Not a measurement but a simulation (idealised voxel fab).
Presented below is a process module, voxel ribs on slabs.
The cross-section on display is named cut; it measures 230 nm wide, and its cells are 5 nm squares.
Cross-section layout: square cells on a grid; listed as bands, top to bottom; a band spans one or more cell rows. Band: top height; bottom height; in nm. Then, left to right: material with width in nm, for each material. "throughout": a single material spanning edge to edge. "empty": empty space. It should be noted that heights are counted from 0, beneath which the wafer as supplied is of one material throughout, and that the lowest band possesses no lower boundary but continues downward, as written in "top 0, no bottom". Read "30->40" as a graded width: first number on top, second number at the bottom, same change between each pair of neighbouring rows. Given "nothing altered" for a step, no cell of the cross-section differs between before and after that step. Voids not open to the top, 8 cells minimum: see "Unvented cavities". Written width x height at distance; distance is from the left edge; nm. Where a step's line continues beyond its settings, the continuation is a remark by the simulator itself on that step. The optional step-line setting "overlay nm" applies to steps with a mask and quantifies how far to the right of its planned location the mask lay, a negative value indicating leftward placement.

-- Planned step list for the process
1: RECEIVE: material Si
2: DIRECTIONAL_DEP: material SiO2, thk nm 30
3: DIRECTIONAL_DEP: material SiN, thk nm 25
4: DIRECTIONAL_DEP: material aC, thk nm 10
5: PATTERN: tone cover, mask id RIB, material resist, width nm 25, thk nm 25, overlay nm 0
6: DIRECTIONAL_ETCH: etch materials aC, depth nm 10
7: STRIP: etch materials resist
8: DIRECTIONAL_ETCH: etch materials SiN, depth nm 10
9: STRIP: etch materials aC
10: DIRECTIONAL_DEP: material aC, thk nm 15
11: PATTERN: tone cover, mask id SLAB, material resist, width nm 85, thk nm 30, overlay nm 0
12: DIRECTIONAL_ETCH: etch materials aC, depth nm 5
13: STRIP: etch materials resist
14: DIRECTIONAL_ETCH: etch materials SiN, depth nm 15
15: STRIP: etch materials aC
16: FILL_DEP: material SiO2, thk nm 15
17: CMP: height nm 65
18: DIRECTIONAL_DEP: material TiN, thk nm 5
19: PATTERN: tone cover, mask id HEATER, material resist, width nm 35, thk nm 20, overlay nm 0
20: DIRECTIONAL_ETCH: etch materials TiN, depth nm 5
21: STRIP: etch materials resist
22: CONFORMAL_DEP: material SiN, thk nm 10
Don't read the plan's depth nm for step 12 as applying to every wafer: that's the first wafer's value, and the wafers differ in it, though they all start identical.

-- First of several wafers (as received, post step 1), cross-sectional view
> top 0, no bottom = Si throughout
> Unvented cavities: none

-- first wafer at the end, after step 22
> top 80, bottom 75 = empty 85 / SiN 55 / empty 90
> top 75, bottom 70 = SiN throughout
> top 70, bottom 65 = SiN 95 / TiN 35 / SiN 100
> top 65, bottom 55 = SiO2 throughout
> top 55, bottom 45 = SiO2 100 / SiN 25 / SiO2 105
> top 45, bottom 30 = SiN throughout
> top 30, bottom 0 = SiO2 throughout
> top 0, no bottom = Si throughout
> Unvented cavities: none

-- Wafer cross-section (last wafer, module end)
> top 80, bottom 75 = empty 85 / SiN 55 / empty 90
> top 75, bottom 70 = SiN throughout
> top 70, bottom 65 = SiN 95 / TiN 35 / SiN 100
> top 65, bottom 55 = SiO2 throughout
> top 55, bottom 45 = SiO2 100 / SiN 25 / SiO2 105
> top 45, bottom 30 = SiO2 70 / SiN 85 / SiO2 75
> top 30, bottom 0 = SiO2 throughout
> top 0, no bottom = Si throughout
> Unvented cavities: none

-- Where each wafer stands at the end of the module, a row apiece: cells of each material gained (+) or lost (-) since it was received, then closed voids
depth nm 5, +244 SiN, +450 SiO2, +7 TiN, Unvented cavities: none
depth nm 10, +244 SiN, +450 SiO2, +7 TiN, Unvented cavities: none
depth nm 15, +157 SiN, +537 SiO2, +7 TiN, Unvented cavities: none
depth nm 20, +157 SiN, +537 SiO2, +7 TiN, Unvented cavities: none
depth nm 25, +157 SiN, +537 SiO2, +7 TiN, Unvented cavities: none
depth nm 30, +157 SiN, +537 SiO2, +7 TiN, Unvented cavities: none
